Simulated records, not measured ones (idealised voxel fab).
This section sets out a process module, namely voxel fin reveal.
The cross-section on display is named cut; it measures 150 nm wide, and its cells are 5 nm squares.
Square cells in a grid make up a cross-section in this document, and the grid is given as bands, listed from the top down, each one or more rows of cells.
The band entry comprises the height of the band's top followed by the height of its bottom, expressed in nm, and subsequently the band's materials from left to right, each stated together with its width in nm. Where a single material is marked with the word "all across", that material fills the band from edge to edge. The word "empty" represents empty space.
We count height from 0. Below that, the starting wafer is all one material. The lowest band never ends at the bottom but goes on down; see "z 0 and below" for how that is written.
It should be noted that a width expressed as "30->40" varies in equal increments from row to row of cells within the band, taking the value of the first number at the top row and that of the second number at the bottom row.
Where a step carries "nothing different", the cross-section came out of it unchanged, cell for cell.
Each empty space that has no open way to the top and spans at least 8 cells appears under "Sealed-off cavities" as width x height at distance, the distance counted from the left edge, all in nm.
Heads up: the bit after the settings on a step's line is the simulator's remark on that step.
Each step line may optionally specify "overlay nm", which for a step with a mask gives the rightward distance between the mask's planned place and where it lay, a negative value indicating the leftward direction.

Planned process steps:
| 1 | RECEIVE: material Si |
| 2 | CONFORMAL_DEP: material SiN, thk nm 10 |
| 3 | PATTERN: tone cover, mask id FINS, material resist, width nm 15, pitch nm 40, thk nm 15, overlay nm 0 |
| 4 | DIRECTIONAL_ETCH: etch materials SiN, depth nm 10 |
| 5 | DIRECTIONAL_ETCH: etch materials Si, depth nm 30 |
| 6 | STRIP: etch materials resist |
| 7 | FILL_DEP: material SiO2, thk nm 5 |
| 8 | CMP: height nm 10 |
| 9 | SELECTIVE_ETCH: etch materials SiO2, depth nm 25 |
| 10 | STRIP: etch materials SiN |
| 11 | CONFORMAL_DEP: material HfO2, thk nm 5 |

The first wafer of two, processed as planned:

Cross-section: wafer on arrival = after step 1:
- z 0 and below  Si all across
- Sealed-off cavities: none

Wafer section view after processing step 2:
- z 10 to 0  SiN all across
- Everything below 0 is unchanged.

Wafer section view after processing step 3:
- z 25 to 10  25 empty  15 resist  25 empty  15 resist  25 empty  15 resist  30 empty
- Everything below 10 is unchanged.

Wafer section view after processing step 4:
- z 25 to 10  25 empty  15 resist  25 empty  15 resist  25 empty  15 resist  30 empty
- z 10 to 0  25 empty  15 SiN  25 empty  15 SiN  25 empty  15 SiN  30 empty
- Everything below 0 is unchanged.

Wafer section view after processing step 5:
- z 25 to 10  25 empty  15 resist  25 empty  15 resist  25 empty  15 resist  30 empty
- z 10 to 0  25 empty  15 SiN  25 empty  15 SiN  25 empty  15 SiN  30 empty
- z 0 to -30  25 empty  15 Si  25 empty  15 Si  25 empty  15 Si  30 empty
- Everything below -30 is unchanged.

Wafer section view after processing step 6:
- z 10 to 0  25 empty  15 SiN  25 empty  15 SiN  25 empty  15 SiN  30 empty
- Everything below 0 is unchanged.

Wafer section view after processing step 7:
- z 15 to 10  SiO2 all across
- z 10 to 0  25 SiO2  15 SiN  25 SiO2  15 SiN  25 SiO2  15 SiN  30 SiO2
- z 0 to -30  25 SiO2  15 Si  25 SiO2  15 Si  25 SiO2  15 Si  30 SiO2
- Everything below -30 is unchanged.

Wafer section view after processing step 8:
- z 10 to 0  25 SiO2  15 SiN  25 SiO2  15 SiN  25 SiO2  15 SiN  30 SiO2
- Everything below 0 is unchanged.

Wafer section view after processing step 9:
- z 10 to 0  25 empty  15 SiN  25 empty  15 SiN  25 empty  15 SiN  30 empty
- z 0 to -15  25 empty  15 Si  25 empty  15 Si  25 empty  15 Si  30 empty
- Everything below -15 is unchanged.

Wafer section view after processing step 10:
- z 0 to -15  25 empty  15 Si  25 empty  15 Si  25 empty  15 Si  30 empty
- Everything below -15 is unchanged.

Wafer section view after processing step 11:
- z 5 to 0  20 empty  25 HfO2  15 empty  25 HfO2  15 empty  25 HfO2  25 empty
- z 0 to -10  20 empty  5 HfO2  15 Si  5 HfO2  15 empty  5 HfO2  15 Si  5 HfO2  15 empty  5 HfO2  15 Si  5 HfO2  25 empty
- z -10 to -15  25 HfO2  15 Si  25 HfO2  15 Si  25 HfO2  15 Si  30 HfO2
- Everything below -15 is unchanged.

Now the other wafer: same start, same recipe, but we messed up one thing when running it. Up to and including step 4 it's the same as the first one:

What the second wafer looks like in cross-section when step 5 should have wrapped up:
- z 25 to 10  25 empty  15 resist  25 empty  15 resist  25 empty  15 resist  30 empty
- z 10 to 0  25 empty  15 SiN  25 empty  15 SiN  25 empty  15 SiN  30 empty
- z 0 to -60  25 empty  15 Si  25 empty  15 Si  25 empty  15 Si  30 empty
- Everything below -60 is unchanged.

What the second wafer looks like in cross-section when step 6 should have wrapped up:
- z 10 to 0  25 empty  15 SiN  25 empty  15 SiN  25 empty  15 SiN  30 empty
- Everything below 0 is unchanged.

What the second wafer looks like in cross-section when step 7 should have wrapped up:
- z 15 to 10  SiO2 all across
- z 10 to 0  25 SiO2  15 SiN  25 SiO2  15 SiN  25 SiO2  15 SiN  30 SiO2
- z 0 to -60  25 SiO2  15 Si  25 SiO2  15 Si  25 SiO2  15 Si  30 SiO2
- Everything below -60 is unchanged.

What the second wafer looks like in cross-section when step 8 should have wrapped up:
- z 10 to 0  25 SiO2  15 SiN  25 SiO2  15 SiN  25 SiO2  15 SiN  30 SiO2
- Everything below 0 is unchanged.

What the second wafer looks like in cross-section when step 9 should have wrapped up:
- z 10 to 0  25 empty  15 SiN  25 empty  15 SiN  25 empty  15 SiN  30 empty
- z 0 to -15  25 empty  15 Si  25 empty  15 Si  25 empty  15 Si  30 empty
- Everything below -15 is unchanged.

What the second wafer looks like in cross-section when step 10 should have wrapped up:
- z 0 to -15  25 empty  15 Si  25 empty  15 Si  25 empty  15 Si  30 empty
- Everything below -15 is unchanged.

What the second wafer looks like in cross-section when step 11 should have wrapped up:
- z 5 to 0  20 empty  25 HfO2  15 empty  25 HfO2  15 empty  25 HfO2  25 empty
- z 0 to -10  20 empty  5 HfO2  15 Si  5 HfO2  15 empty  5 HfO2  15 Si  5 HfO2  15 empty  5 HfO2  15 Si  5 HfO2  25 empty
- z -10 to -15  25 HfO2  15 Si  25 HfO2  15 Si  25 HfO2  15 Si  30 HfO2
- Everything below -15 is unchanged.
Where did the run depart from the plan? step 5, plan: ran twice
Bottom line after processing is that, in cells, the second wafer is up or down on some materials versus the first: Si: 126 fewer | SiO2: 126 more
